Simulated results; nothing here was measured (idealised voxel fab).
Proc. module: voxel double patterning
Xsec cut, 230 nm wide, square cell size 5 nm.
When this document writes out a cross-section, it uses a grid of square cells and lists it as bands, beginning at the top and moving down, with a band standing for one or more rows of cells.
Heights first: top, then bottom, in nm. Then materials, left to right, each with a width in nm. "all across" on a single material: fills the band edge to edge. "air": empty space.
It should be noted that heights are counted from 0, beneath which the wafer as supplied is of one material throughout, and that the lowest band possesses no lower boundary but continues downward, as written in "0 down".
Top row gets the first number, bottom row gets the second, and each row in between changes by the same step: that is how a band width like "30 to 40" works.
Any step labelled "nothing altered" changed none of the cells in the cross-section.
"Sealed internal cavities" enumerates empty spaces isolated from the top, with no open way to it, that contain at least 8 cells, giving each as width x height at distance from the left edge, all three in nm.
The remark found on a step's line after its settings is issued by the simulator itself and pertains to that step.
Regarding "overlay nm": on a step with a mask, it is the distance the mask lay to the right of its planned place; a negative value places it to the left.

The planned process steps are enumerated hereunder
1. RECEIVE: material Si
2. CONFORMAL_DEP: material SiO2, thk nm 10
3. DIRECTIONAL_DEP: material W, thk nm 15
4. DIRECTIONAL_DEP: material SiCN, thk nm 5
5. MASKED_ETCH: tone open, mask id FIRST, width nm 15, pitch nm 50, etch materials SiCN, depth nm 5, overlay nm 0
6. DIRECTIONAL_DEP: material aC, thk nm 10
7. PATTERN: tone open, mask id SECOND, material resist, width nm 15, pitch nm 50, thk nm 30, overlay nm 0
8. DIRECTIONAL_ETCH: etch materials aC, depth nm 10
9. STRIP: etch materials resist
10. DIRECTIONAL_ETCH: etch materials SiCN, depth nm 5
11. STRIP: etch materials aC
12. DIRECTIONAL_ETCH: etch materials W, depth nm 15
13. STRIP: etch materials SiCN

Incoming wafer, cross-sectional view, post step 1
    0 down | Si all across
    Sealed internal cavities: none

Final wafer profile in cross-section after the module, from the same start and plan as above, with one mistake made during processing
    25 to 15 | SiO2 all across
    15 to 0 | W all across
    0 down | Si all across
    Sealed internal cavities: none
What broke from the plan during processing? steps 2 and 3 of the plan were run in the wrong order, each in the other's place
